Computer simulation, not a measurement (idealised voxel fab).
process module | voxel transistor to metal
cross-section cut | 165 nm wide | cells 5 nm
A cross-section is a grid of square cells, given in bands from the top down. A band is one or more rows of cells.
Each band's line starts with the height of the band's top and of its bottom, in nm. Then come its materials from left to right, each with its width in nm. One material with "throughout" fills the band from edge to edge. "air" is empty space.
Height 0 is the level under which the wafer as received is all one material. The lowest band goes on downwards, as in "0 down".
A width such as "30 to 40" changes by the same amount from each row of cells to the next, from the band's top row to its bottom row.
"no change" after a step means that no cell of the cross-section changed.
closed voids: empty space of 8 cells or more with no open way to the top, each as width x height at its distance from the left edge, in nm
after a step's settings: what the simulator itself notes on the step
overlay nm, on a step with a mask: how far to the right of its planned place the mask lay; to the left if negative
plan
1 op RECEIVE | material Si
2 op CONFORMAL_DEP | material SiO2 | thk nm 5
3 op CONFORMAL_DEP | material SiN | thk nm 15
4 op MASKED_ETCH | tone cover | mask id ACTIVE | width nm 115 | etch materials SiN | depth nm 15 | overlay nm 0
5 op MASKED_ETCH | tone cover | mask id ACTIVE | width nm 115 | etch materials SiO2 | depth nm 5 | overlay nm 0
6 op MASKED_ETCH | tone cover | mask id ACTIVE | width nm 115 | etch materials Si | depth nm 20 | overlay nm 0
7 op FILL_DEP | material SiO2 | thk nm 15
8 op CMP | height nm 20
9 op SELECTIVE_ETCH | etch materials SiO2 | depth nm 5
10 op STRIP | etch materials SiN
11 op SELECTIVE_ETCH | etch materials SiO2 | depth nm 5
12 op OXIDIZE | depth nm 5
13 op DIRECTIONAL_DEP | material polySi | thk nm 25
14 op DIRECTIONAL_DEP | material SiCN | thk nm 10
15 op MASKED_ETCH | tone cover | mask id GATE | width nm 15 | etch materials SiCN | depth nm 20 | overlay nm 0
16 op MASKED_ETCH | tone cover | mask id GATE | width nm 15 | etch materials polySi | depth nm 35 | overlay nm 0
17 op CONFORMAL_DEP | material SiO2 | thk nm 5
18 op DIRECTIONAL_ETCH | etch materials SiO2 | depth nm 5
19 op CONFORMAL_DEP | material SiN | thk nm 10
20 op DIRECTIONAL_ETCH | etch materials SiN | depth nm 10
21 op DIRECTIONAL_ETCH | etch materials SiO2 | depth nm 5
22 op DIRECTIONAL_ETCH | etch materials Si | depth nm 5
23 op EPI | material nSi | thk nm 10
24 op FILL_DEP | material SiO2 | thk nm 10
25 op CMP | height nm 35
26 op DIRECTIONAL_DEP | material SiO2 | thk nm 15
27 op PATTERN | tone open | mask id CONTACT | material resist | width nm 20 | pitch nm 75 | thk nm 20 | overlay nm 0
28 op DIRECTIONAL_ETCH | etch materials SiO2 | depth nm 50
29 op STRIP | etch materials resist
30 op CONFORMAL_DEP | material TiN | thk nm 5
31 op FILL_DEP | material Ru | thk nm 10
32 op CMP | height nm 50
33 op CONFORMAL_DEP | material SiN | thk nm 5
34 op DIRECTIONAL_DEP | material lowk | thk nm 15
35 op PATTERN | tone open | mask id METAL_1 | material resist | width nm 20 | pitch nm 75 | thk nm 15 | overlay nm 0
36 op DIRECTIONAL_ETCH | etch materials lowk | depth nm 15
37 op DIRECTIONAL_ETCH | etch materials SiN | depth nm 5
38 op STRIP | etch materials resist
39 op CONFORMAL_DEP | material TiN | thk nm 5
40 op FILL_DEP | material Ru | thk nm 5
41 op CMP | height nm 70
42 op CONFORMAL_DEP | material SiCN | thk nm 5
43 op DIRECTIONAL_DEP | material lowk | thk nm 25
44 op MASKED_ETCH | tone open | mask id METAL_2_HOLES | width nm 15 | pitch nm 75 | etch materials lowk | depth nm 25 | overlay nm 0
45 op DIRECTIONAL_DEP | material aC | thk nm 10
46 op PATTERN | tone open | mask id METAL_2 | material resist | width nm 20 | pitch nm 75 | thk nm 25 | overlay nm 0
47 op DIRECTIONAL_ETCH | etch materials aC | depth nm 10
48 op STRIP | etch materials resist
49 op DIRECTIONAL_ETCH | etch materials lowk | depth nm 15
50 op DIRECTIONAL_ETCH | etch materials SiCN | depth nm 5
51 op STRIP | etch materials aC
52 op CONFORMAL_DEP | material TiN | thk nm 5
53 op FILL_DEP | material Ru | thk nm 10
54 op CMP | height nm 100
55 op CONFORMAL_DEP | material SiCN | thk nm 5
as received, after step 1
  0 down: Si throughout
  closed voids: none
first wafer at the end, as planned
  105 to 100: SiCN throughout
  100 to 90: lowk 35 | TiN 5 | Ru 10 | TiN 5 | lowk 55 | TiN 5 | Ru 10 | TiN 5 | lowk 35
  90 to 85: lowk 35 | TiN 5 | Ru 5 | TiN 10 | lowk 55 | TiN 5 | Ru 5 | TiN 10 | lowk 35
  85 to 75: lowk 35 | TiN 5 | Ru 5 | TiN 5 | lowk 60 | TiN 5 | Ru 5 | TiN 5 | lowk 40
  75 to 70: SiCN 35 | TiN 15 | SiCN 60 | TiN 15 | SiCN 40
  70 to 55: lowk 35 | TiN 5 | Ru 10 | TiN 5 | lowk 55 | TiN 5 | Ru 10 | TiN 5 | lowk 35
  55 to 50: SiN 35 | TiN 20 | SiN 55 | TiN 20 | SiN 35
  50 to 35: SiO2 35 | TiN 5 | Ru 10 | TiN 5 | SiO2 55 | TiN 5 | Ru 10 | TiN 5 | SiO2 35
  35 to 25: SiO2 35 | TiN 5 | Ru 10 | TiN 5 | SiO2 5 | SiN 10 | SiO2 5 | SiCN 15 | SiO2 5 | SiN 10 | SiO2 5 | TiN 5 | Ru 10 | TiN 5 | SiO2 35
  25 to 10: SiO2 35 | TiN 5 | Ru 10 | TiN 5 | SiO2 5 | SiN 10 | SiO2 5 | polySi 15 | SiO2 5 | SiN 10 | SiO2 5 | TiN 5 | Ru 10 | TiN 5 | SiO2 35
  10 to 5: SiO2 25 | SiN 10 | TiN 20 | SiO2 5 | SiN 10 | SiO2 5 | polySi 15 | SiO2 5 | SiN 10 | SiO2 5 | TiN 20 | SiN 10 | SiO2 25
  5 to 0: SiO2 25 | SiN 10 | nSi 10 | TiN 5 | nSi 10 | SiN 10 | SiO2 5 | polySi 15 | SiO2 5 | SiN 10 | nSi 10 | TiN 5 | nSi 10 | SiN 10 | SiO2 25
  0 to -5: SiO2 35 | nSi 25 | SiO2 45 | nSi 25 | SiO2 35
  -5 to -10: SiO2 25 | Si 10 | nSi 25 | Si 45 | nSi 25 | Si 10 | SiO2 25
  -10 to -20: SiO2 25 | Si 115 | SiO2 25
  -20 down: Si throughout
  closed voids: none
second wafer at the end: like start, like plan, one mistake
  105 to 100: SiCN throughout
  100 to 90: lowk 35 | TiN 5 | Ru 10 | TiN 5 | lowk 55 | TiN 5 | Ru 10 | TiN 5 | lowk 35
  90 to 85: lowk 35 | TiN 5 | Ru 5 | TiN 10 | lowk 55 | TiN 5 | Ru 5 | TiN 10 | lowk 35
  85 to 75: lowk 35 | TiN 5 | Ru 5 | TiN 5 | lowk 60 | TiN 5 | Ru 5 | TiN 5 | lowk 40
  75 to 70: SiCN 35 | TiN 15 | SiCN 60 | TiN 15 | SiCN 40
  70 to 55: lowk 35 | TiN 5 | Ru 10 | TiN 5 | lowk 55 | TiN 5 | Ru 10 | TiN 5 | lowk 35
  55 to 50: SiN 35 | TiN 20 | SiN 55 | TiN 20 | SiN 35
  50 to 35: SiO2 35 | TiN 5 | Ru 10 | TiN 5 | SiO2 55 | TiN 5 | Ru 10 | TiN 5 | SiO2 35
  35 to 25: SiO2 35 | TiN 5 | Ru 10 | TiN 5 | SiO2 5 | SiN 10 | SiO2 5 | SiCN 15 | SiO2 5 | SiN 10 | SiO2 5 | TiN 5 | Ru 10 | TiN 5 | SiO2 35
  25 to 20: SiO2 35 | TiN 5 | Ru 10 | TiN 5 | SiO2 5 | SiN 10 | SiO2 5 | polySi 15 | SiO2 5 | SiN 10 | SiO2 5 | TiN 5 | Ru 10 | TiN 5 | SiO2 35
  20 to 15: SiO2 35 | TiN 20 | SiO2 5 | SiN 10 | SiO2 5 | polySi 15 | SiO2 5 | SiN 10 | SiO2 5 | TiN 20 | SiO2 35
  15 to 10: SiO2 60 | SiN 10 | SiO2 5 | polySi 15 | SiO2 5 | SiN 10 | SiO2 60
  10 to 5: SiO2 25 | SiN 10 | SiO2 25 | SiN 10 | SiO2 5 | polySi 15 | SiO2 5 | SiN 10 | SiO2 25 | SiN 10 | SiO2 25
  5 to 0: SiO2 25 | SiN 10 | nSi 10 | SiO2 5 | nSi 10 | SiN 10 | SiO2 5 | polySi 15 | SiO2 5 | SiN 10 | nSi 10 | SiO2 5 | nSi 10 | SiN 10 | SiO2 25
  0 to -5: SiO2 35 | nSi 25 | SiO2 45 | nSi 25 | SiO2 35
  -5 to -10: SiO2 25 | Si 10 | nSi 25 | Si 45 | nSi 25 | Si 10 | SiO2 25
  -10 to -20: SiO2 25 | Si 115 | SiO2 25
  -20 down: Si throughout
  closed voids: none
what went wrong: step 26 was run twice
at the end the second wafer has, in cells: 8 fewer of Ru | 18 more of SiO2 | 10 fewer of TiN
